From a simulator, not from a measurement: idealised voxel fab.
process module | voxel self aligned vias
The figure presents cross-section cut, which has a width of 165 nm and is divided into square cells with an edge length of 5 nm.
Think of the cross-section as a grid of square cells. We describe it in bands, top to bottom, and each band covers one or more rows of those cells.
For a band, the entry starts with two heights in nm, that of the top and then that of the bottom, and carries on with the band's materials in order from left to right, each alongside its width in nm; the word "throughout" beside a single material means it fills the band edge to edge, and "blank" means empty space.
Heads up on the height convention: 0 is the point under which the incoming wafer is all one material, and the lowest band has no bottom, it just keeps going down, like "z 0 and below".
With a width like "30->40", each row of cells in the band differs from the next by the same amount, the top row carrying the first number and the bottom row the second.
Step marked "no change occurred"? Then no cell in the cross-section changed in it.
Closed empty spaces (no open way to the top) of 8 cells or more are what "Fully enclosed voids" lists, each as width x height at distance from the left edge, nm for all three.
Whatever follows a step's settings on its line is a remark the simulator itself makes about that step.
The optional step-line setting "overlay nm" applies to steps with a mask and quantifies how far to the right of its planned location the mask lay, a negative value indicating leftward placement.

The steps planned for the process are as follows
- 1: RECEIVE,material Si
- 2: CONFORMAL_DEP,material SiO2,thk nm 15
- 3: CONFORMAL_DEP,material SiCN,thk nm 5
- 4: DIRECTIONAL_DEP,material SiO2,thk nm 30
- 5: PATTERN,tone open,mask id LINES,material resist,width nm 25,pitch nm 75,thk nm 20,overlay nm -15
- 6: DIRECTIONAL_ETCH,etch materials SiO2,depth nm 30
- 7: STRIP,etch materials resist
- 8: CONFORMAL_DEP,material TiN,thk nm 5
- 9: FILL_DEP,material Ru,thk nm 5
- 10: CMP,height nm 50
- 11: SELECTIVE_ETCH,etch materials W Ru TiN,depth nm 5
- 12: FILL_DEP,material SiN,thk nm 5
- 13: CMP,height nm 50
- 14: DIRECTIONAL_DEP,material SiO2,thk nm 20
- 15: PATTERN,tone open,mask id VIAS,material resist,width nm 45,pitch nm 75,thk nm 20,overlay nm 0
- 16: DIRECTIONAL_ETCH,etch materials SiO2,depth nm 20
- 17: DIRECTIONAL_ETCH,etch materials SiN,depth nm 5
- 18: STRIP,etch materials resist
- 19: CONFORMAL_DEP,material TiN,thk nm 5
- 20: FILL_DEP,material Cu,thk nm 10
- 21: CMP,height nm 70
- 22: CONFORMAL_DEP,material SiN,thk nm 5
The plan shows the overlay nm of step 5 as the first wafer had it; this setting differs between the wafers, which start out alike.

Step 1 complete: as-received cross-section of the first of several wafers
  z 0 and below | Si throughout
  Fully enclosed voids: none

Below, a row for every wafer. Read it as the end-of-module picture: for each material the wafer shows its cells gained (+) or lost (-) since it was received, and then its closed voids
overlay nm -15, +46 Cu, +24 Ru, +33 SiCN, +35 SiN, +297 SiO2, +60 TiN, Fully enclosed voids: none
overlay nm -10, +48 Cu, +24 Ru, +33 SiCN, +33 SiN, +297 SiO2, +60 TiN, Fully enclosed voids: none
overlay nm -5, +48 Cu, +24 Ru, +33 SiCN, +33 SiN, +297 SiO2, +60 TiN, Fully enclosed voids: none
overlay nm 0, +48 Cu, +24 Ru, +33 SiCN, +33 SiN, +297 SiO2, +60 TiN, Fully enclosed voids: none
overlay nm 5, +48 Cu, +24 Ru, +33 SiCN, +33 SiN, +297 SiO2, +60 TiN, Fully enclosed voids: none
overlay nm 10, +48 Cu, +24 Ru, +33 SiCN, +33 SiN, +297 SiO2, +60 TiN, Fully enclosed voids: none
overlay nm 15, +46 Cu, +24 Ru, +33 SiCN, +35 SiN, +297 SiO2, +60 TiN, Fully enclosed voids: none
